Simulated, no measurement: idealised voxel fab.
This is a process module. Its name is voxel tone inversion.
The cross-section shown here is cut; it is 255 nm wide and divided into square cells measuring 5 nm on a side.
Throughout this document, each cross-section is represented as a grid of square cells and is presented as a sequence of bands enumerated from the top downward, where a band comprises one or more rows of cells.
Top height, bottom height, nm. Materials left to right, width each, nm. Single material + "everywhere" = fills band edge to edge. "empty" = empty.
Height 0 is the level under which the wafer as received is all one material. The lowest band goes on downwards, as in "0 and below".
It should be noted that a width expressed as "30->40" varies in equal increments from row to row of cells within the band, taking the value of the first number at the top row and that of the second number at the bottom row.
What does "nothing changed" mean for a step? It means no cell of the cross-section changed in that step.
"Closed voids list" contains a list of empty spaces, each no smaller than 8 cells and without an open way to the top, written in the form width x height at distance with the distance from the left edge and all three in nm.
Text after the settings on a step's line: the simulator's own remark on that step.
A step line may carry the setting "overlay nm", which, for steps involving a mask, states the distance by which the mask lay to the right of its intended position; negative values denote displacement to the left.
### Planned step list for the process
1. RECEIVE,material Si
2. CONFORMAL_DEP,material SiN,thk nm 5
3. DIRECTIONAL_DEP,material polySi,thk nm 20
4. PATTERN,tone cover,mask id POSTS,material resist,width nm 15,pitch nm 40,thk nm 30,overlay nm 0
5. DIRECTIONAL_ETCH,etch materials polySi,depth nm 20
6. STRIP,etch materials resist
7. FILL_DEP,material lowk,thk nm 5
8. CMP,height nm 25
9. STRIP,etch materials polySi
10. CONFORMAL_DEP,material TiN,thk nm 5
11. FILL_DEP,material Cu,thk nm 5
12. CMP,height nm 25
13. CONFORMAL_DEP,material SiN,thk nm 5
Wafer-to-wafer difference: width nm, step 4. Common start. Plan = first wafer's value.
### Cross-section of the first incoming wafer of several, state after step 1
0 and below: Si everywhere
Closed voids list: none
### Gained (+) or lost (-) cells of each material since receipt, then closed voids: one row per wafer, at the end of the module
width nm 15; +12 Cu; +102 SiN; +36 TiN; +156 lowk; Closed voids list: none
width nm 20; +24 Cu; +102 SiN; +40 TiN; +140 lowk; Closed voids list: none
width nm 25; +36 Cu; +102 SiN; +44 TiN; +124 lowk; Closed voids list: none
